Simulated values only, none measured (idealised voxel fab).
The process module that follows is named voxel lift off.
Cross-sectional view cut (width: 300 nm; square cell size: 5 nm).
Cross-section format: a grid of square cells, given as bands from top to bottom; each band is one or more rows of cells.
Band: top and bottom heights (nm) first, top before bottom; then materials from left to right, widths in nm. "all across" marks a sole material filling the band edge to edge. "air" denotes empty space.
For the purposes of this specification, 0 denotes the height below which the wafer in its as-received condition is composed wholly of one material, and the lowermost band, lacking a lower limit, extends downward without end, as expressed in "top 0, no bottom".
So if you see something like "30..40" for the width, read it as the top row of the band sitting at the first number and the bottom row at the second, with every row in between moving by the same amount as the last.
You'll sometimes find "no alteration" written for a step, and that's the way of saying that nowhere in the cross-section did a cell change during that step.
"Closed void list" means: voids of 8 cells or more that are shut off from the top with no open way through. Written width x height at distance, distance from the left edge, in nm.
Heads up: the bit after the settings on a step's line is the simulator's remark on that step.
"overlay nm" answers the question of how far to the right of plan the mask lay on a step that has a mask, and when it is negative the answer is to the left.
Process steps foreseen in the plan
1) RECEIVE: material Si
2) CONFORMAL_DEP: material SiN, thk nm 10
3) PATTERN: tone open, mask id LINES, material resist, width nm 25, pitch nm 45, thk nm 15, overlay nm 0
4) DIRECTIONAL_DEP: material Ru, thk nm 5
5) STRIP: etch materials resist
6) CONFORMAL_DEP: material SiCN, thk nm 5
The first of a set of two wafers, run to plan
As-received wafer cross-section (after step 1)
  top 0, no bottom = Si all across
  Closed void list: none
How the wafer stands in section after step 2
  top 10, bottom 0 = SiN all across
  All layers under 0 are left as they were.
How the wafer stands in section after step 3
  top 25, bottom 10 = resist (70) | air (25) | resist (20) | air (25) | resist (20) | air (25) | resist (20) | air (25) | resist (70)
  All layers under 10 are left as they were.
How the wafer stands in section after step 4
  top 30, bottom 25 = Ru (70) | air (25) | Ru (20) | air (25) | Ru (20) | air (25) | Ru (20) | air (25) | Ru (70)
  top 25, bottom 15 = resist (70) | air (25) | resist (20) | air (25) | resist (20) | air (25) | resist (20) | air (25) | resist (70)
  top 15, bottom 10 = resist (70) | Ru (25) | resist (20) | Ru (25) | resist (20) | Ru (25) | resist (20) | Ru (25) | resist (70)
  All layers under 10 are left as they were.
How the wafer stands in section after step 5
  top 15, bottom 10 = air (70) | Ru (25) | air (20) | Ru (25) | air (20) | Ru (25) | air (20) | Ru (25) | air (70)
  All layers under 10 are left as they were.
How the wafer stands in section after step 6
  top 20, bottom 15 = air (65) | SiCN (35) | air (10) | SiCN (35) | air (10) | SiCN (35) | air (10) | SiCN (35) | air (65)
  top 15, bottom 10 = SiCN (70) | Ru (25) | SiCN (20) | Ru (25) | SiCN (20) | Ru (25) | SiCN (20) | Ru (25) | SiCN (70)
  All layers under 10 are left as they were.
Second of two: same start, same plan, one run error; steps up to and including 2 match the first
Here is the second wafer in cross-section at the point where step 3 of the plan should have been done
  top 25, bottom 10 = resist (75) | air (20) | resist (25) | air (20) | resist (25) | air (20) | resist (25) | air (20) | resist (70)
  All layers under 10 are left as they were.
Here is the second wafer in cross-section at the point where step 4 of the plan should have been done
  top 30, bottom 25 = Ru (75) | air (20) | Ru (25) | air (20) | Ru (25) | air (20) | Ru (25) | air (20) | Ru (70)
  top 25, bottom 15 = resist (75) | air (20) | resist (25) | air (20) | resist (25) | air (20) | resist (25) | air (20) | resist (70)
  top 15, bottom 10 = resist (75) | Ru (20) | resist (25) | Ru (20) | resist (25) | Ru (20) | resist (25) | Ru (20) | resist (70)
  All layers under 10 are left as they were.
Here is the second wafer in cross-section at the point where step 5 of the plan should have been done
  top 15, bottom 10 = air (75) | Ru (20) | air (25) | Ru (20) | air (25) | Ru (20) | air (25) | Ru (20) | air (70)
  All layers under 10 are left as they were.
Here is the second wafer in cross-section at the point where step 6 of the plan should have been done
  top 20, bottom 15 = air (70) | SiCN (30) | air (15) | SiCN (30) | air (15) | SiCN (30) | air (15) | SiCN (30) | air (65)
  top 15, bottom 10 = SiCN (75) | Ru (20) | SiCN (25) | Ru (20) | SiCN (25) | Ru (20) | SiCN (25) | Ru (20) | SiCN (70)
  All layers under 10 are left as they were.
What was done differently from what was planned? step 3, actual vs plan mismatch, actual run PATTERN: tone open, mask id LINES, material resist, width nm 20, pitch nm 45, thk nm 15, overlay nm 0
Heads up, by the end the second wafer has more or fewer cells of some materials compared to the first: 4 fewer of Ru
